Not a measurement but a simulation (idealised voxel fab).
A process module follows: voxel ribs on slabs.
Displayed cross-section: cut, width of 260 nm, square cells sized 5 nm.
Format of a cross-section: grid, square cells. Given as bands. Order: top down. Band: one or more rows of cells.
It is stipulated that each band's entry specify, in nanometres, the height of the top of the band and then that of its bottom, followed by the materials of the band in left-to-right sequence, each together with its width in nanometres. A single material marked by the word "edge to edge" is understood to fill the band from edge to edge; the word "air" is understood to denote empty space.
Convention: height 0 is the level below which the wafer, as received, is all one material. The lowest band does not terminate at the bottom but continues downward, represented as "0 nm and below".
Graded width ("30 to 40"): value in top row of band = first number; value in bottom row = second number; row-to-row change constant.
The cross-section has no changed cell in any step marked "nothing was modified".
For the entry "Fully enclosed voids", the listed items are empty spaces with no open way to the top whose size is 8 cells or more; each item follows the pattern width x height at distance, where distance is from the left edge and all three are in nm.
Where a step's line continues beyond its settings, the continuation is a remark by the simulator itself on that step.
overlay nm: right-of-plan distance of the mask on a masked step; negative values mean left-of-plan.
Set out below are the planned steps of the process
1,RECEIVE, material Si
2,DIRECTIONAL_DEP, material SiO2, thk nm 30
3,DIRECTIONAL_DEP, material SiN, thk nm 15
4,PATTERN, tone cover, mask id RIB, material resist, width nm 25, thk nm 15, overlay nm 0
5,DIRECTIONAL_ETCH, etch materials SiN, depth nm 5
6,STRIP, etch materials resist
7,MASKED_ETCH, tone cover, mask id SLAB, width nm 55, etch materials SiN, depth nm 10, overlay nm 0
8,FILL_DEP, material SiO2, thk nm 25
9,CMP, height nm 65
10,DIRECTIONAL_DEP, material TiN, thk nm 5
11,MASKED_ETCH, tone cover, mask id HEATER, width nm 35, etch materials TiN, depth nm 5, overlay nm 0
12,CONFORMAL_DEP, material SiO2, thk nm 5
So this is the incoming wafer in cross-section - it's already been through step 1
	0 nm and below: Si edge to edge
	Fully enclosed voids: none
Figure: cross-sectional view of the wafer upon completion of the module, processed from the initial state and according to the plan depicted above, with one error introduced during execution
	75 nm to 70 nm: air 105 | SiO2 45 | air 110
	70 nm to 65 nm: SiO2 110 | TiN 35 | SiO2 115
	65 nm to 45 nm: SiO2 edge to edge
	45 nm to 40 nm: SiO2 110 | SiN 25 | SiO2 125
	40 nm to 30 nm: SiO2 100 | SiN 55 | SiO2 105
	30 nm to 0 nm: SiO2 edge to edge
	0 nm and below: Si edge to edge
	Fully enclosed voids: none
Deviation from plan: rather than as planned, step 4 actually ran as PATTERN, tone cover, mask id RIB, material resist, width nm 25, thk nm 15, overlay nm -5
